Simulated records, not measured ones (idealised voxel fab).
This section sets out a process module, namely voxel self aligned vias.
It is cross-section cut that appears here, measuring 160 nm in width, its square cells being 5 nm in size.
In what follows, cross-sections appear as grids of square cells, described through bands that run from the top down, where every band is one or more rows of cells. For a band, the entry starts with two heights in nm, that of the top and then that of the bottom, and carries on with the band's materials in order from left to right, each alongside its width in nm; the word "full width" beside a single material means it fills the band edge to edge, and "empty" means empty space. The level at which height equals 0 is the one under which the wafer, as it arrives, is entirely one material. No lower edge exists for the bottom band, which continues downward and is notated as in "0..down". So if you see something like "30->40" for the width, read it as the top row of the band sitting at the first number and the bottom row at the second, with every row in between moving by the same amount as the last. The cross-section has no changed cell in any step marked "nothing altered". Under "Catalogued sealed voids" you'll find the enclosed gaps, the ones with no way out to the top, that are 8 cells or bigger; each reads width x height at distance, with distance counted from the left edge, everything in nm. Text after the settings on a step's line: the simulator's own remark on that step. overlay nm: step with mask; distance mask lay right of planned place; negative value = left of planned place.

Set out below are the planned steps of the process:
1 RECEIVE (material Si)
2 CONFORMAL_DEP (material SiO2; thk nm 15)
3 CONFORMAL_DEP (material SiCN; thk nm 5)
4 DIRECTIONAL_DEP (material lowk; thk nm 20)
5 MASKED_ETCH (tone open; mask id LINES; width nm 20; pitch nm 45; etch materials lowk; depth nm 20; overlay nm 0)
6 CONFORMAL_DEP (material TiN; thk nm 5)
7 FILL_DEP (material W; thk nm 5)
8 CMP (height nm 40)
9 SELECTIVE_ETCH (etch materials W Ru TiN; depth nm 10)
10 FILL_DEP (material SiN; thk nm 5)
11 CMP (height nm 40)
12 DIRECTIONAL_DEP (material lowk; thk nm 15)
13 PATTERN (tone open; mask id VIAS; material resist; width nm 30; pitch nm 45; thk nm 20; overlay nm 0)
14 DIRECTIONAL_ETCH (etch materials lowk; depth nm 15)
15 DIRECTIONAL_ETCH (etch materials SiN; depth nm 10)
16 STRIP (etch materials resist)
17 CONFORMAL_DEP (material TiN; thk nm 5)
18 FILL_DEP (material Ru; thk nm 5)
19 CMP (height nm 55)
20 CONFORMAL_DEP (material SiN; thk nm 5)

Cross-sectional view of the wafer in its as-received condition, corresponding to the state after step 1:
    0..down = Si full width
    Catalogued sealed voids: none

The following cross-section depicts the wafer upon conclusion of the module. Processing commenced from the starting condition illustrated above and adhered to the plan illustrated above, save for one mistake in execution:
    60..55 = SiN full width
    55..45 = 40 of lowk, 5 of TiN, 20 of Ru, 5 of TiN, 15 of lowk, 5 of TiN, 20 of Ru, 5 of TiN, 45 of lowk
    45..40 = 40 of lowk, 30 of TiN, 15 of lowk, 30 of TiN, 45 of lowk
    40..35 = SiCN full width
    35..15 = lowk full width
    15..0 = SiO2 full width
    0..down = Si full width
    Catalogued sealed voids: none
What was the processing mistake? a sequencing error occurred in which plan steps 3 and 4 were transposed
